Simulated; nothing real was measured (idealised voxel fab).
Process module under the name voxel fin reveal
180 nm wide, 5 nm square cells: that's cross-section cut.
A cross-section in this document is a grid of square cells, and it is written down as bands, the top band listed before the ones below it; a band is made up of one or more rows of cells. A band entry consists of two parts. The first gives the height of the band's top and the height of its bottom, in nm. The rest lists the band's materials from left to right, each with its width in nm. A single material labelled with the word "edge to edge" fills the band from edge to edge, and the word "blank" marks empty space. We count height from 0. Below that, the starting wafer is all one material. The lowest band never ends at the bottom but goes on down; see "top 0, no bottom" for how that is written. So if you see something like "30..40" for the width, read it as the top row of the band sitting at the first number and the bottom row at the second, with every row in between moving by the same amount as the last. "nothing altered" means the step left every cell of the cross-section as it was. For the entry "Trapped voids", the listed items are empty spaces with no open way to the top whose size is 8 cells or more; each item follows the pattern width x height at distance, where distance is from the left edge and all three are in nm. The remark found on a step's line after its settings is issued by the simulator itself and pertains to that step. The setting "overlay nm" may be written on the line of a step. When the step uses a mask, the value reports how far to the right of the planned place the mask lay, and a negative value reports that it lay to the left.
-- Planned step list for the process
1,RECEIVE, material Si
2,CONFORMAL_DEP, material SiN, thk nm 10
3,PATTERN, tone cover, mask id FINS, material resist, width nm 15, pitch nm 45, thk nm 15, overlay nm 0
4,DIRECTIONAL_ETCH, etch materials SiN, depth nm 10
5,DIRECTIONAL_ETCH, etch materials Si, depth nm 40
6,STRIP, etch materials resist
7,OXIDIZE, depth nm 5
8,FILL_DEP, material SiO2, thk nm 10
9,CMP, height nm 10
10,SELECTIVE_ETCH, etch materials SiO2, depth nm 30
11,STRIP, etch materials SiN
12,CONFORMAL_DEP, material HfO2, thk nm 5
-- Incoming wafer in cross-section (state: after step 1)
	top 0, no bottom  Si edge to edge
	Trapped voids: none
-- Wafer cross-section at module end: first of two, run to plan
	top 5, bottom 0  blank 60 nm, then HfO2 15 nm, then blank 30 nm, then HfO2 15 nm, then blank 60 nm
	top 0, bottom -15  blank 60 nm, then HfO2 5 nm, then Si 5 nm, then HfO2 5 nm, then blank 30 nm, then HfO2 5 nm, then Si 5 nm, then HfO2 5 nm, then blank 60 nm
	top -15, bottom -20  HfO2 65 nm, then Si 5 nm, then HfO2 40 nm, then Si 5 nm, then HfO2 65 nm
	top -20, bottom -45  SiO2 65 nm, then Si 5 nm, then SiO2 40 nm, then Si 5 nm, then SiO2 65 nm
	top -45, no bottom  Si edge to edge
	Trapped voids: none
-- End of module, second wafer, cross-section. Started like the first, planned like the first, run with one mistake
	top 5, bottom 0  HfO2 60 nm, then blank 15 nm, then HfO2 30 nm, then blank 15 nm, then HfO2 60 nm
	top 0, bottom -15  Si 55 nm, then HfO2 5 nm, then blank 15 nm, then HfO2 5 nm, then Si 20 nm, then HfO2 5 nm, then blank 15 nm, then HfO2 5 nm, then Si 55 nm
	top -15, bottom -20  Si 55 nm, then HfO2 25 nm, then Si 20 nm, then HfO2 25 nm, then Si 55 nm
	top -20, bottom -45  Si 55 nm, then SiO2 25 nm, then Si 20 nm, then SiO2 25 nm, then Si 55 nm
	top -45, no bottom  Si edge to edge
	Trapped voids: none
The mistake made against the process plan was this: it should be noted that step 3 was executed with settings other than those planned, the operation and settings actually applied being PATTERN, tone open, mask id FINS, material resist, width nm 15, pitch nm 45, thk nm 15, overlay nm 0
The second wafer ends with more or fewer cells of some materials than the first, per final count: Si +216 | SiO2 -120
